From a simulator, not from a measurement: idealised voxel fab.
process module | voxel self aligned contacts
cross-section cut | 280 nm wide | cells 5 nm
A cross-section is a grid of square cells, given in bands from the top down. A band is one or more rows of cells.
Each band's line starts with the height of the band's top and of its bottom, in nm. Then come its materials from left to right, each with its width in nm. One material with "throughout" fills the band from edge to edge. "air" is empty space.
Height 0 is the level under which the wafer as received is all one material. The lowest band goes on downwards, as in "0 down".
A width such as "30 to 40" changes by the same amount from each row of cells to the next, from the band's top row to its bottom row.
"no change" after a step means that no cell of the cross-section changed.
closed voids: empty space of 8 cells or more with no open way to the top, each as width x height at its distance from the left edge, in nm
after a step's settings: what the simulator itself notes on the step
overlay nm, on a step with a mask: how far to the right of its planned place the mask lay; to the left if negative
plan
1 op RECEIVE | material Si
2 op CONFORMAL_DEP | material SiO2 | thk nm 5
3 op DIRECTIONAL_DEP | material polySi | thk nm 30
4 op DIRECTIONAL_DEP | material SiN | thk nm 15
5 op DIRECTIONAL_DEP | material aC | thk nm 10
6 op PATTERN | tone cover | mask id GATE | material resist | width nm 30 | pitch nm 60 | thk nm 25 | overlay nm 0
7 op DIRECTIONAL_ETCH | etch materials aC | depth nm 10
8 op STRIP | etch materials resist
9 op DIRECTIONAL_ETCH | etch materials SiN | depth nm 15
10 op DIRECTIONAL_ETCH | etch materials polySi | depth nm 30
11 op STRIP | etch materials aC
12 op CONFORMAL_DEP | material SiN | thk nm 5
13 op DIRECTIONAL_ETCH | etch materials SiN | depth nm 5
14 op FILL_DEP | material SiO2 | thk nm 15
15 op CMP | height nm 60
16 op MASKED_ETCH | tone open | mask id CONTACT | width nm 40 | etch materials SiO2 | depth nm 60 | overlay nm 0
17 op CONFORMAL_DEP | material TiN | thk nm 5
18 op FILL_DEP | material W | thk nm 10
19 op CMP | height nm 60
20 op CONFORMAL_DEP | material SiCN | thk nm 5
as received, after step 1
  0 down: Si throughout
  closed voids: none
a wafer at the end: this start, this plan, one mistake
  65 to 60: SiCN throughout
  60 to 50: SiO2 125 | TiN 5 to 10 | W 30 to 10 | TiN 5 to 20 | SiO2 115
  50 to 35: SiO2 90 | SiN 40 | TiN 5 | W 10 | TiN 5 | SiN 40 | SiO2 90
  35 to 5: SiO2 90 | SiN 5 | polySi 30 | SiN 5 | TiN 5 | W 10 | TiN 5 | SiN 5 | polySi 30 | SiN 5 | SiO2 90
  5 to 0: SiO2 130 | TiN 20 | SiO2 130
  0 down: Si throughout
  closed voids: none
what went wrong: step 16 ran as: op MASKED_ETCH | tone open | mask id CONTACT | width nm 40 | etch materials SiO2 | depth nm 60 | overlay nm 5
